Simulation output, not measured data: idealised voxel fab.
process module | voxel self aligned contacts
cross-section cut | 150 nm wide | cells 5 nm
A cross-section is a grid of square cells, given in bands from the top down. A band is one or more rows of cells.
Each band's line starts with the height of the band's top and of its bottom, in nm. Then come its materials from left to right, each with its width in nm. One material with "throughout" fills the band from edge to edge. "air" is empty space.
Height 0 is the level under which the wafer as received is all one material. The lowest band goes on downwards, as in "0 down".
A width such as "30 to 40" changes by the same amount from each row of cells to the next, from the band's top row to its bottom row.
"no change" after a step means that no cell of the cross-section changed.
closed voids: empty space of 8 cells or more with no open way to the top, each as width x height at its distance from the left edge, in nm
after a step's settings: what the simulator itself notes on the step
overlay nm, on a step with a mask: how far to the right of its planned place the mask lay; to the left if negative
plan
1 op RECEIVE | material Si
2 op OXIDIZE | depth nm 5
3 op DIRECTIONAL_DEP | material polySi | thk nm 20
4 op DIRECTIONAL_DEP | material SiN | thk nm 20
5 op MASKED_ETCH | tone cover | mask id GATE | width nm 35 | pitch nm 80 | etch materials SiN | depth nm 20 | overlay nm 0
6 op MASKED_ETCH | tone cover | mask id GATE | width nm 35 | pitch nm 80 | etch materials polySi | depth nm 20 | overlay nm 0
7 op CONFORMAL_DEP | material SiN | thk nm 10
8 op DIRECTIONAL_ETCH | etch materials SiN | depth nm 10
9 op FILL_DEP | material SiO2 | thk nm 10
10 op CMP | height nm 45
11 op DIRECTIONAL_DEP | material aC | thk nm 10
12 op PATTERN | tone open | mask id CONTACT | material resist | width nm 65 | thk nm 30 | overlay nm 0
13 op DIRECTIONAL_ETCH | etch materials aC | depth nm 10
14 op STRIP | etch materials resist
15 op DIRECTIONAL_ETCH | etch materials SiO2 | depth nm 50
16 op STRIP | etch materials aC
17 op CONFORMAL_DEP | material TiN | thk nm 5
18 op FILL_DEP | material W | thk nm 10
19 op CMP | height nm 45
20 op CONFORMAL_DEP | material SiN | thk nm 5
as received, after step 1
  0 down: Si throughout
  closed voids: none
a wafer at the end: this start, this plan, one mistake
  50 to 45: SiN throughout
  45 to 40: SiO2 45 | TiN 20 | W 15 | TiN 30 | SiO2 40
  40 to 20: SiO2 5 | SiN 55 | TiN 5 | W 15 | TiN 5 | SiN 55 | SiO2 10
  20 to 0: SiO2 5 | SiN 10 | polySi 35 | SiN 10 | TiN 5 | W 15 | TiN 5 | SiN 10 | polySi 35 | SiN 10 | SiO2 10
  0 to -5: SiO2 60 | TiN 25 | SiO2 65
  -5 down: Si throughout
  closed voids: none
what went wrong: step 12 ran as: op PATTERN | tone open | mask id CONTACT | material resist | width nm 65 | thk nm 30 | overlay nm 5
